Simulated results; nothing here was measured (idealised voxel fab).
Presented below is a process module, voxel ribs on slabs.
Pictured: cross-section cut, 295 nm wide, on a grid of 5 nm square cells.
Heads up, the way a cross-section reads in here is a grid of square cells, handed over as bands from the top down, with every band being one or more rows of cells. Band: top and bottom heights (nm) first, top before bottom; then materials from left to right, widths in nm. "edge to edge" marks a sole material filling the band edge to edge. "air" denotes empty space. Where do heights start? At 0: under that level the wafer as delivered is made of one material only. And the lowest band has no floor; it just carries on downward, as in "from 0 down". So if you see something like "30 to 40" for the width, read it as the top row of the band sitting at the first number and the bottom row at the second, with every row in between moving by the same amount as the last. Reading "remains unaltered" for a step: not a cell of the cross-section changed in it. Empty spaces counting at least 8 cells and having no open way to the top are listed in "Voids, fully enclosed". The notation width x height at distance is used for each, the distance being from the left edge and all three values in nm. It should be noted that, on the line of a given step, the content following the step's settings is a remark produced by the simulator itself with respect to that step. overlay nm: for a step with a mask, the amount by which the mask lay right of where it was planned; a negative amount means left of it.
THE STEPS PLANNED FOR THE PROCESS ARE AS FOLLOWS
1: RECEIVE | material Si
2: DIRECTIONAL_DEP | material SiO2 | thk nm 25
3: DIRECTIONAL_DEP | material SiN | thk nm 20
4: MASKED_ETCH | tone cover | mask id RIB | width nm 15 | etch materials SiN | depth nm 10 | overlay nm 0
5: PATTERN | tone cover | mask id SLAB | material resist | width nm 55 | thk nm 15 | overlay nm 0
6: DIRECTIONAL_ETCH | etch materials SiN | depth nm 10
7: STRIP | etch materials resist
8: FILL_DEP | material SiO2 | thk nm 25
9: CMP | height nm 60
10: DIRECTIONAL_DEP | material TiN | thk nm 10
11: DIRECTIONAL_DEP | material aC | thk nm 15
12: PATTERN | tone cover | mask id HEATER | material resist | width nm 25 | thk nm 30 | overlay nm 0
13: DIRECTIONAL_ETCH | etch materials aC | depth nm 15
14: STRIP | etch materials resist
15: DIRECTIONAL_ETCH | etch materials TiN | depth nm 10
16: STRIP | etch materials aC
17: CONFORMAL_DEP | material SiN | thk nm 10
SO THIS IS THE INCOMING WAFER IN CROSS-SECTION - IT'S ALREADY BEEN THROUGH STEP 1
    from 0 down | Si edge to edge
    Voids, fully enclosed: none
FINAL WAFER PROFILE IN CROSS-SECTION AFTER THE MODULE, FROM THE SAME START AND PLAN AS ABOVE, WITH ONE MISTAKE MADE DURING PROCESSING
    from 70 to 60 | air=135; TiN=25; air=135
    from 60 to 45 | SiO2 edge to edge
    from 45 to 35 | SiO2=140; SiN=15; SiO2=140
    from 35 to 25 | SiO2=120; SiN=55; SiO2=120
    from 25 to 0 | SiO2 edge to edge
    from 0 down | Si edge to edge
    Voids, fully enclosed: none
Heads up, the wafer didn't run the way we planned it: step 17 of the plan did not run at all; it was left out
